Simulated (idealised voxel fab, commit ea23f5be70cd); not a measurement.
Proc. module: voxel ribs on slabs
Section cut is 245 nm wide and gridded with 5 nm square cells.
Think of the cross-section as a grid of square cells. We describe it in bands, top to bottom, and each band covers one or more rows of those cells.
First you get the band's top height and its bottom height, in nm, and then the materials it's made of, left to right, with each width in nm. If you see a single material with "all across", that one covers the band edge to edge. "empty" is empty space.
Height 0 is the level under which the wafer as received is all one material. The lowest band goes on downwards, as in "from 0 down".
Width "30->40": first value at the band's top row of cells, second value at its bottom row, equal change from row to row.
Step marked "identical to before"? Then no cell in the cross-section changed in it.
Closed empty spaces (no open way to the top) of 8 cells or more are what "Sealed-off cavities" lists, each as width x height at distance from the left edge, nm for all three.
If you see something after the settings on a step's line, that's the simulator's own remark about that step.
A step's line can hold "overlay nm"; with a mask on that step, the setting says how far right of the planned place the mask lay, while a negative setting says it lay to the left.

**List of planned process steps**
| 1 | op RECEIVE | material Si |
| 2 | op DIRECTIONAL_DEP | material SiO2 | thk nm 30 |
| 3 | op DIRECTIONAL_DEP | material polySi | thk nm 25 |
| 4 | op MASKED_ETCH | tone cover | mask id RIB | width nm 30 | etch materials polySi | depth nm 10 | overlay nm 0 |
| 5 | op MASKED_ETCH | tone cover | mask id SLAB | width nm 70 | etch materials polySi | depth nm 15 | overlay nm 0 |
| 6 | op FILL_DEP | material SiO2 | thk nm 20 |
| 7 | op CMP | height nm 70 |
| 8 | op DIRECTIONAL_DEP | material TiN | thk nm 5 |
| 9 | op DIRECTIONAL_DEP | material aC | thk nm 15 |
| 10 | op PATTERN | tone cover | mask id HEATER | material resist | width nm 40 | thk nm 30 | overlay nm 0 |
| 11 | op DIRECTIONAL_ETCH | etch materials aC | depth nm 15 |
| 12 | op STRIP | etch materials resist |
| 13 | op DIRECTIONAL_ETCH | etch materials TiN | depth nm 5 |
| 14 | op STRIP | etch materials aC |
| 15 | op CONFORMAL_DEP | material SiO2 | thk nm 10 |

**The cross-section here shows the wafer as received, i.e. in its state after step 1**
	from 0 down | Si all across
	Sealed-off cavities: none

**Below is the wafer in cross-section after the module was completed. It began from the starting point shown above and followed the plan shown above, except that one mistake was made while running it**
	from 75 to 70 | 100 empty  40 TiN  105 empty
	from 70 to 55 | SiO2 all across
	from 55 to 45 | 105 SiO2  30 polySi  110 SiO2
	from 45 to 30 | 85 SiO2  70 polySi  90 SiO2
	from 30 to 0 | SiO2 all across
	from 0 down | Si all across
	Sealed-off cavities: none
Nonconformance to the process plan: heads up, step 15 of the plan was skipped and never actually ran
